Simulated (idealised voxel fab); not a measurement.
Process module heading - voxel transistor to metal
Pictured: cross-section cut, 285 nm wide, on a grid of 5 nm square cells.
Cross-sections here: square-cell grids, written as top-down lists of bands, a band being one or more rows of cells. Band: top height; bottom height; in nm. Then, left to right: material with width in nm, for each material. "everywhere": a single material spanning edge to edge. "blank": empty space. Convention: height 0 is the level below which the wafer, as received, is all one material. The lowest band does not terminate at the bottom but continues downward, represented as "from 0 down". Read "30..40" as a graded width: first number on top, second number at the bottom, same change between each pair of neighbouring rows. A step reported as "left unchanged" is a step in which no cell of the cross-section changed. Under "closed voids" you'll find the enclosed gaps, the ones with no way out to the top, that are 8 cells or bigger; each reads width x height at distance, with distance counted from the left edge, everything in nm. What comes after the settings on a step's line is commentary from the simulator itself on that step. overlay nm: where the mask lay relative to plan, measured to the right, on steps with a mask; negatives go left.
## Here's what the planned process steps look like
1. RECEIVE [material Si]
2. OXIDIZE [depth nm 5]
3. CONFORMAL_DEP [material SiN] [thk nm 10]
4. MASKED_ETCH [tone cover] [mask id ACTIVE] [width nm 100] [pitch nm 130] [etch materials SiN] [depth nm 10] [overlay nm 0]
5. MASKED_ETCH [tone cover] [mask id ACTIVE] [width nm 100] [pitch nm 130] [etch materials SiO2] [depth nm 5] [overlay nm 0]
6. MASKED_ETCH [tone cover] [mask id ACTIVE] [width nm 100] [pitch nm 130] [etch materials Si] [depth nm 30] [overlay nm 0]
7. FILL_DEP [material SiO2] [thk nm 5]
8. CMP [height nm 10]
9. SELECTIVE_ETCH [etch materials SiO2] [depth nm 5]
10. STRIP [etch materials SiN]
11. SELECTIVE_ETCH [etch materials SiO2] [depth nm 5]
12. OXIDIZE [depth nm 5]
13. DIRECTIONAL_DEP [material polySi] [thk nm 25]
14. DIRECTIONAL_DEP [material SiCN] [thk nm 15]
15. DIRECTIONAL_DEP [material aC] [thk nm 15]
16. PATTERN [tone cover] [mask id GATE] [material resist] [width nm 20] [pitch nm 130] [thk nm 35] [overlay nm 0]
17. DIRECTIONAL_ETCH [etch materials aC] [depth nm 15]
18. STRIP [etch materials resist]
19. DIRECTIONAL_ETCH [etch materials SiCN] [depth nm 25]
20. DIRECTIONAL_ETCH [etch materials polySi] [depth nm 35]
21. STRIP [etch materials aC]
22. CONFORMAL_DEP [material SiO2] [thk nm 5]
23. DIRECTIONAL_ETCH [etch materials SiO2] [depth nm 5]
24. CONFORMAL_DEP [material SiN] [thk nm 10]
25. DIRECTIONAL_ETCH [etch materials SiN] [depth nm 10]
26. DIRECTIONAL_ETCH [etch materials SiO2] [depth nm 5]
27. EPI [material pSi] [thk nm 5]
28. FILL_DEP [material SiO2] [thk nm 10]
29. CMP [height nm 35]
30. DIRECTIONAL_DEP [material SiO2] [thk nm 15]
31. PATTERN [tone open] [mask id CONTACT] [material resist] [width nm 15] [pitch nm 65] [thk nm 20] [overlay nm 0]
32. DIRECTIONAL_ETCH [etch materials SiO2] [depth nm 55]
33. STRIP [etch materials resist]
34. CONFORMAL_DEP [material TiN] [thk nm 5]
35. FILL_DEP [material Ru] [thk nm 5]
36. CMP [height nm 50]
37. CONFORMAL_DEP [material SiCN] [thk nm 5]
38. DIRECTIONAL_DEP [material lowk] [thk nm 20]
39. PATTERN [tone open] [mask id METAL_1] [material resist] [width nm 15] [pitch nm 65] [thk nm 15] [overlay nm 0]
40. DIRECTIONAL_ETCH [etch materials lowk] [depth nm 20]
41. DIRECTIONAL_ETCH [etch materials SiCN] [depth nm 5]
42. STRIP [etch materials resist]
43. CONFORMAL_DEP [material TiN] [thk nm 5]
44. FILL_DEP [material W] [thk nm 10]
45. CMP [height nm 75]
46. EPI [material Ru] [thk nm 5]
47. FILL_DEP [material SiCN] [thk nm 5]
## Here's what the wafer looked like in cross-section when it arrived - that's after step 1
    from 0 down | Si everywhere
    closed voids: none
## What the wafer looks like in cross-section after this module, when it starts as shown above and follows the plan above but one mistake is made in running it
    from 85 to 80 | SiCN everywhere
    from 80 to 75 | SiCN (40); Ru (25); SiCN (40); Ru (25); SiCN (40); Ru (25); SiCN (40); Ru (25); SiCN (25)
    from 75 to 55 | lowk (45); TiN (5); W (5); TiN (5); lowk (50); TiN (5); W (5); TiN (5); lowk (50); TiN (5); W (5); TiN (5); lowk (50); TiN (5); W (5); TiN (5); lowk (30)
    from 55 to 50 | SiCN (45); TiN (15); SiCN (50); TiN (15); SiCN (50); TiN (15); SiCN (50); TiN (15); SiCN (30)
    from 50 to 35 | SiO2 (35); TiN (5); Ru (5); TiN (5); SiO2 (50); TiN (5); Ru (5); TiN (5); SiO2 (50); TiN (5); Ru (5); TiN (5); SiO2 (50); TiN (5); Ru (5); TiN (5); SiO2 (40)
    from 35 to 20 | SiO2 (35); TiN (5); Ru (5); TiN (5); SiN (10); SiO2 (5); SiCN (20); SiO2 (5); SiN (10); TiN (5); Ru (5); TiN (5); SiO2 (50); TiN (5); Ru (5); TiN (5); SiN (10); SiO2 (5); SiCN (20); SiO2 (5); SiN (10); TiN (5); Ru (5); TiN (5); SiO2 (40)
    from 20 to 0 | SiO2 (35); TiN (5); Ru (5); TiN (5); SiN (10); SiO2 (5); polySi (20); SiO2 (5); SiN (10); TiN (5); Ru (5); TiN (5); SiO2 (50); TiN (5); Ru (5); TiN (5); SiN (10); SiO2 (5); polySi (20); SiO2 (5); SiN (10); TiN (5); Ru (5); TiN (5); SiO2 (40)
    from 0 to -5 | SiO2 (25); SiN (10); TiN (15); SiN (10); SiO2 (5); polySi (20); SiO2 (5); SiN (10); TiN (15); SiN (10); SiO2 (30); SiN (10); TiN (15); SiN (10); SiO2 (5); polySi (20); SiO2 (5); SiN (10); TiN (15); SiN (10); SiO2 (30)
    from -5 to -10 | SiO2 (35); pSi (15); SiO2 (50); pSi (15); SiO2 (50); pSi (15); SiO2 (50); pSi (15); SiO2 (40)
    from -10 to -35 | SiO2 (25); Si (100); SiO2 (30); Si (100); SiO2 (30)
    from -35 down | Si everywhere
    closed voids: none
Error vs. plan: step 39, actual vs plan mismatch, actual run PATTERN [tone open] [mask id METAL_1] [material resist] [width nm 15] [pitch nm 65] [thk nm 15] [overlay nm 10]
